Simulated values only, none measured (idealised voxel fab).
The following process module bears the name voxel ribs on slabs.
For reference, the cross-section in this document is cut, with width 275 nm and square cells of 5 nm.
Format of a cross-section: grid, square cells. Given as bands. Order: top down. Band: one or more rows of cells. Heads up on the band format: heights come first, top then bottom, in nm. After that it's the materials left to right, each with its width in nm. A single material flagged "all across" fills the whole band edge to edge, and "empty" means there's empty space there. Convention: height 0 is the level below which the wafer, as received, is all one material. The lowest band does not terminate at the bottom but continues downward, represented as "0..down". Width: "30..40" (first number = top row, second number = bottom row, same change from row to row of cells). You'll sometimes find "nothing altered" written for a step, and that's the way of saying that nowhere in the cross-section did a cell change during that step. For the entry "Listed closed voids", the listed items are empty spaces with no open way to the top whose size is 8 cells or more; each item follows the pattern width x height at distance, where distance is from the left edge and all three are in nm. The remark found on a step's line after its settings is issued by the simulator itself and pertains to that step. What "overlay nm" on a step's line means: if the step has a mask, that mask lay this far to the right of its planned place, or, when the value is negative, to the left.

# The planned process steps are enumerated hereunder
step 1: RECEIVE, material Si
step 2: DIRECTIONAL_DEP, material SiO2, thk nm 30
step 3: DIRECTIONAL_DEP, material SiN, thk nm 20
step 4: DIRECTIONAL_DEP, material aC, thk nm 15
step 5: PATTERN, tone cover, mask id RIB, material resist, width nm 30, thk nm 35, overlay nm 0
step 6: DIRECTIONAL_ETCH, etch materials aC, depth nm 15
step 7: STRIP, etch materials resist
step 8: DIRECTIONAL_ETCH, etch materials SiN, depth nm 5
step 9: STRIP, etch materials aC
step 10: DIRECTIONAL_DEP, material aC, thk nm 10
step 11: PATTERN, tone cover, mask id SLAB, material resist, width nm 80, thk nm 30, overlay nm -15
step 12: DIRECTIONAL_ETCH, etch materials aC, depth nm 10
step 13: STRIP, etch materials resist
step 14: DIRECTIONAL_ETCH, etch materials SiN, depth nm 15
step 15: STRIP, etch materials aC
step 16: FILL_DEP, material SiO2, thk nm 25
step 17: CMP, height nm 65
step 18: DIRECTIONAL_DEP, material TiN, thk nm 5
step 19: PATTERN, tone cover, mask id HEATER, material resist, width nm 40, thk nm 20, overlay nm 0
step 20: DIRECTIONAL_ETCH, etch materials TiN, depth nm 5
step 21: STRIP, etch materials resist
step 22: CONFORMAL_DEP, material SiO2, thk nm 10
Same starting wafers, different overlay nm at step 11. Plan value belongs to the first wafer.

# The first of several wafers in cross-section, exactly as it reached us after step 1
* 0..down = Si all across
* Listed closed voids: none

# End of module: cross-section of the first of several wafers after step 22, the last step
* 80..75 = 105 nm empty  60 nm SiO2  110 nm empty
* 75..70 = SiO2 all across
* 70..65 = 115 nm SiO2  40 nm TiN  120 nm SiO2
* 65..50 = SiO2 all across
* 50..45 = 120 nm SiO2  30 nm SiN  125 nm SiO2
* 45..30 = 80 nm SiO2  80 nm SiN  115 nm SiO2
* 30..0 = SiO2 all across
* 0..down = Si all across
* Listed closed voids: none

# Showing the last wafer in cross-section at the end of the module
* 80..75 = 105 nm empty  60 nm SiO2  110 nm empty
* 75..70 = SiO2 all across
* 70..65 = 115 nm SiO2  40 nm TiN  120 nm SiO2
* 65..50 = SiO2 all across
* 50..45 = 120 nm SiO2  30 nm SiN  125 nm SiO2
* 45..30 = 110 nm SiO2  80 nm SiN  85 nm SiO2
* 30..0 = SiO2 all across
* 0..down = Si all across
* Listed closed voids: none

# Here is how to read the rows: every wafer has a row, and it shows the wafer at the end of the module, giving for each material how many cells were gained (+) or lost (-) since the wafer was received, then listing its closed voids
overlay nm -15, +54 SiN, +775 SiO2, +8 TiN, Listed closed voids: none
overlay nm -10, +54 SiN, +775 SiO2, +8 TiN, Listed closed voids: none
overlay nm -5, +54 SiN, +775 SiO2, +8 TiN, Listed closed voids: none
overlay nm 0, +54 SiN, +775 SiO2, +8 TiN, Listed closed voids: none
overlay nm 5, +54 SiN, +775 SiO2, +8 TiN, Listed closed voids: none
overlay nm 10, +54 SiN, +775 SiO2, +8 TiN, Listed closed voids: none
overlay nm 15, +54 SiN, +775 SiO2, +8 TiN, Listed closed voids: none
